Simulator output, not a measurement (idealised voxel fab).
Process module name: voxel capacitor over wiring
It is cross-section cut that appears here, measuring 290 nm in width, its square cells being 5 nm in size.
Cross-section, as written here: a square-cell grid given band by band from the top down, where a band holds one or more rows of cells. Basically the band line says how high the top is and how high the bottom is, in nm, and then what's in it from left to right, every material with its width in nm. Empty space shows up as "air", and if a single material carries "edge to edge" it runs the full band edge to edge. Heights are measured from 0, the level below which the as-received wafer is all one material; the lowest band has no bottom and continues downward, written as in "0..down". Quick explanation for "30->40": the width changes in equal steps down the rows of cells, from the first number in the band's top row to the second number in its bottom row. A step reported as "identical to before" is a step in which no cell of the cross-section changed. Trapped cavities: empty space of 8 cells or more with no open way to the top, each as width x height at its distance from the left edge, in nm. It should be noted that, on the line of a given step, the content following the step's settings is a remark produced by the simulator itself with respect to that step. "overlay nm" denotes, for a step that has a mask, the displacement of the mask to the right of its planned place, with negative values corresponding to the left.

Intended process steps:
1 RECEIVE,material Si
2 CONFORMAL_DEP,material SiO2,thk nm 10
3 DIRECTIONAL_DEP,material TiN,thk nm 5
4 DIRECTIONAL_DEP,material Ru,thk nm 25
5 PATTERN,tone cover,mask id METAL_1,material resist,width nm 25,pitch nm 95,thk nm 15,overlay nm 0
6 DIRECTIONAL_ETCH,etch materials Ru,depth nm 25
7 DIRECTIONAL_ETCH,etch materials TiN,depth nm 5
8 STRIP,etch materials resist
9 CONFORMAL_DEP,material SiCN,thk nm 5
10 FILL_DEP,material SiO2,thk nm 10
11 CMP,height nm 40
12 CONFORMAL_DEP,material SiCN,thk nm 5
13 DIRECTIONAL_DEP,material SiO2,thk nm 15
14 MASKED_ETCH,tone open,mask id PLUG_1,width nm 15,etch materials SiO2,depth nm 15,overlay nm 0
15 MASKED_ETCH,tone open,mask id PLUG_1,width nm 15,etch materials SiCN,depth nm 5,overlay nm 0
16 CONFORMAL_DEP,material TiN,thk nm 5
17 FILL_DEP,material W,thk nm 5
18 CMP,height nm 60
19 DIRECTIONAL_DEP,material TiN,thk nm 5
20 DIRECTIONAL_DEP,material SiN,thk nm 5
21 DIRECTIONAL_DEP,material TiN,thk nm 5
22 DIRECTIONAL_DEP,material aC,thk nm 10
23 PATTERN,tone cover,mask id UPPER_PLATE,material resist,width nm 75,thk nm 25,overlay nm 0
24 DIRECTIONAL_ETCH,etch materials aC,depth nm 10
25 STRIP,etch materials resist
26 DIRECTIONAL_ETCH,etch materials TiN,depth nm 5
27 DIRECTIONAL_ETCH,etch materials SiN,depth nm 5
28 STRIP,etch materials aC
29 MASKED_ETCH,tone cover,mask id LOWER_PLATE,width nm 85,etch materials TiN,depth nm 5,overlay nm 0
30 FILL_DEP,material SiO2,thk nm 15
31 CMP,height nm 85
32 DIRECTIONAL_DEP,material aC,thk nm 15
33 PATTERN,tone open,mask id PLUG_2,material resist,width nm 15,thk nm 30,overlay nm 0
34 DIRECTIONAL_ETCH,etch materials aC,depth nm 15
35 STRIP,etch materials resist
36 DIRECTIONAL_ETCH,etch materials SiO2,depth nm 10
37 STRIP,etch materials aC
38 CONFORMAL_DEP,material TiN,thk nm 5
39 FILL_DEP,material W,thk nm 5
40 CMP,height nm 85
41 CONFORMAL_DEP,material SiN,thk nm 5
For clarity, it should be stated that the wafers under discussion commence in an identical condition and differ with respect to the width nm of step 33, the plan indicating the value that the first wafer had.

Cross-section: the first of several wafers in its as-received state, i.e. following step 1:
> 0..down = Si edge to edge
> Trapped cavities: none

Note: the following table is arranged by wafer, a row apiece. Each row reports the end-of-module state: per material, cells gained (+) or cells lost (-) compared with the wafer as received; closed voids follow:
width nm 15, +50 Ru, +123 SiCN, +73 SiN, +738 SiO2, +56 TiN, +4 W, Trapped cavities: none
width nm 20, +50 Ru, +123 SiCN, +73 SiN, +736 SiO2, +57 TiN, +5 W, Trapped cavities: none
width nm 25, +50 Ru, +123 SiCN, +73 SiN, +734 SiO2, +58 TiN, +6 W, Trapped cavities: none
width nm 30, +50 Ru, +123 SiCN, +73 SiN, +732 SiO2, +59 TiN, +7 W, Trapped cavities: none
